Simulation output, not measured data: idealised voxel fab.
Name of the process module below: voxel ribs on slabs
Cross-section cut spans 145 nm and uses square cells 5 nm in size.
We lay out every cross-section as a grid of square cells and spell it out in bands from the top down, where one band means one or more rows of cells. Look at the band entry: it leads with the top's height and the bottom's height in nm. Then it lists the materials left to right, with a width in nm for each. The word "edge to edge" on a single material says that material fills the band edge to edge. The word "empty" is empty space. Heads up on the height convention: 0 is the point under which the incoming wafer is all one material, and the lowest band has no bottom, it just keeps going down, like "0..down". Width: "30..40" (first number = top row, second number = bottom row, same change from row to row of cells). What does "no change" mean for a step? It means no cell of the cross-section changed in that step. Basically, "Enclosed void catalog" tells you about the enclosed voids: empty spaces with no open way to the top, 8 cells or bigger, each written width x height at distance, where distance is from the left edge, all in nm. What comes after the settings on a step's line is commentary from the simulator itself on that step. overlay nm: for a step with a mask, the amount by which the mask lay right of where it was planned; a negative amount means left of it.
-- Planned process steps
1. RECEIVE (material Si)
2. DIRECTIONAL_DEP (material SiO2; thk nm 25)
3. DIRECTIONAL_DEP (material polySi; thk nm 15)
4. DIRECTIONAL_DEP (material aC; thk nm 10)
5. PATTERN (tone cover; mask id RIB; material resist; width nm 15; thk nm 30; overlay nm 0)
6. DIRECTIONAL_ETCH (etch materials aC; depth nm 10)
7. STRIP (etch materials resist)
8. DIRECTIONAL_ETCH (etch materials polySi; depth nm 10)
9. STRIP (etch materials aC)
10. MASKED_ETCH (tone cover; mask id SLAB; width nm 55; etch materials polySi; depth nm 5; overlay nm 0)
11. FILL_DEP (material SiO2; thk nm 25)
12. CMP (height nm 55)
13. DIRECTIONAL_DEP (material TiN; thk nm 10)
14. PATTERN (tone cover; mask id HEATER; material resist; width nm 25; thk nm 20; overlay nm 0)
15. DIRECTIONAL_ETCH (etch materials TiN; depth nm 10)
16. STRIP (etch materials resist)
17. CONFORMAL_DEP (material SiO2; thk nm 5)
-- The first of the two wafers, which ran as planned
-- Wafer cross-section on receipt, i.e. after step 1
> 0..down: Si edge to edge
> Enclosed void catalog: none
-- Step 2 done - wafer cross-section
> 25..0: SiO2 edge to edge
> Lower than 0, everything is as it was.
-- Step 3 done - wafer cross-section
> 40..25: polySi edge to edge
> Lower than 25, everything is as it was.
-- Step 4 done - wafer cross-section
> 50..40: aC edge to edge
> Lower than 40, everything is as it was.
-- Step 5 done - wafer cross-section
> 80..50: 65 empty; 15 resist; 65 empty
> Lower than 50, everything is as it was.
-- Step 6 done - wafer cross-section
> 70..50: 65 empty; 15 resist; 65 empty
> 50..40: 65 empty; 15 aC; 65 empty
> Lower than 40, everything is as it was.
-- Step 7 done - wafer cross-section
> 50..40: 65 empty; 15 aC; 65 empty
> Lower than 40, everything is as it was.
-- Step 8 done - wafer cross-section
> 50..40: 65 empty; 15 aC; 65 empty
> 40..30: 65 empty; 15 polySi; 65 empty
> Lower than 30, everything is as it was.
-- Step 9 done - wafer cross-section
> 40..30: 65 empty; 15 polySi; 65 empty
> Lower than 30, everything is as it was.
-- Step 10 done - wafer cross-section
> 40..30: 65 empty; 15 polySi; 65 empty
> 30..25: 45 empty; 55 polySi; 45 empty
> Lower than 25, everything is as it was.
-- Step 11 done - wafer cross-section
> 65..40: SiO2 edge to edge
> 40..30: 65 SiO2; 15 polySi; 65 SiO2
> 30..25: 45 SiO2; 55 polySi; 45 SiO2
> Lower than 25, everything is as it was.
-- Step 12 done - wafer cross-section
> 55..40: SiO2 edge to edge
> Lower than 40, everything is as it was.
-- Step 13 done - wafer cross-section
> 65..55: TiN edge to edge
> Lower than 55, everything is as it was.
-- Step 14 done - wafer cross-section
> 85..65: 60 empty; 25 resist; 60 empty
> Lower than 65, everything is as it was.
-- Step 15 done - wafer cross-section
> 85..65: 60 empty; 25 resist; 60 empty
> 65..55: 60 empty; 25 TiN; 60 empty
> Lower than 55, everything is as it was.
-- Step 16 done - wafer cross-section
> 65..55: 60 empty; 25 TiN; 60 empty
> Lower than 55, everything is as it was.
-- Step 17 done - wafer cross-section
> 70..65: 55 empty; 35 SiO2; 55 empty
> 65..60: 55 empty; 5 SiO2; 25 TiN; 5 SiO2; 55 empty
> 60..55: 60 SiO2; 25 TiN; 60 SiO2
> Lower than 55, everything is as it was.
-- Second wafer: same start and same plan as the first, one execution error; identical to the first through step 4
-- The second wafer in cross-section, at the planned close of step 5
> 80..50: 75 empty; 15 resist; 55 empty
> Lower than 50, everything is as it was.
-- The second wafer in cross-section, at the planned close of step 6
> 70..50: 75 empty; 15 resist; 55 empty
> 50..40: 75 empty; 15 aC; 55 empty
> Lower than 40, everything is as it was.
-- The second wafer in cross-section, at the planned close of step 7
> 50..40: 75 empty; 15 aC; 55 empty
> Lower than 40, everything is as it was.
-- The second wafer in cross-section, at the planned close of step 8
> 50..40: 75 empty; 15 aC; 55 empty
> 40..30: 75 empty; 15 polySi; 55 empty
> Lower than 30, everything is as it was.
-- The second wafer in cross-section, at the planned close of step 9
> 40..30: 75 empty; 15 polySi; 55 empty
> Lower than 30, everything is as it was.
-- The second wafer in cross-section, at the planned close of step 10
> 40..30: 75 empty; 15 polySi; 55 empty
> 30..25: 45 empty; 55 polySi; 45 empty
> Lower than 25, everything is as it was.
-- The second wafer in cross-section, at the planned close of step 11
> 65..40: SiO2 edge to edge
> 40..30: 75 SiO2; 15 polySi; 55 SiO2
> 30..25: 45 SiO2; 55 polySi; 45 SiO2
> Lower than 25, everything is as it was.
-- The second wafer in cross-section, at the planned close of step 12
> 55..40: SiO2 edge to edge
> Lower than 40, everything is as it was.
-- The second wafer in cross-section, at the planned close of step 13
> 65..55: TiN edge to edge
> Lower than 55, everything is as it was.
-- The second wafer in cross-section, at the planned close of step 14
> 85..65: 60 empty; 25 resist; 60 empty
> Lower than 65, everything is as it was.
-- The second wafer in cross-section, at the planned close of step 15
> 85..65: 60 empty; 25 resist; 60 empty
> 65..55: 60 empty; 25 TiN; 60 empty
> Lower than 55, everything is as it was.
-- The second wafer in cross-section, at the planned close of step 16
> 65..55: 60 empty; 25 TiN; 60 empty
> Lower than 55, everything is as it was.
-- The second wafer in cross-section, at the planned close of step 17
> 70..65: 55 empty; 35 SiO2; 55 empty
> 65..60: 55 empty; 5 SiO2; 25 TiN; 5 SiO2; 55 empty
> 60..55: 60 SiO2; 25 TiN; 60 SiO2
> Lower than 55, everything is as it was.
Which mistake was made when the wafer was run? planned and actual differ for step 5; actual: PATTERN (tone cover; mask id RIB; material resist; width nm 15; thk nm 30; overlay nm 10)
At the end, each material covers as many cells on the second wafer as it does on the first, though the cells it covers are elsewhere.
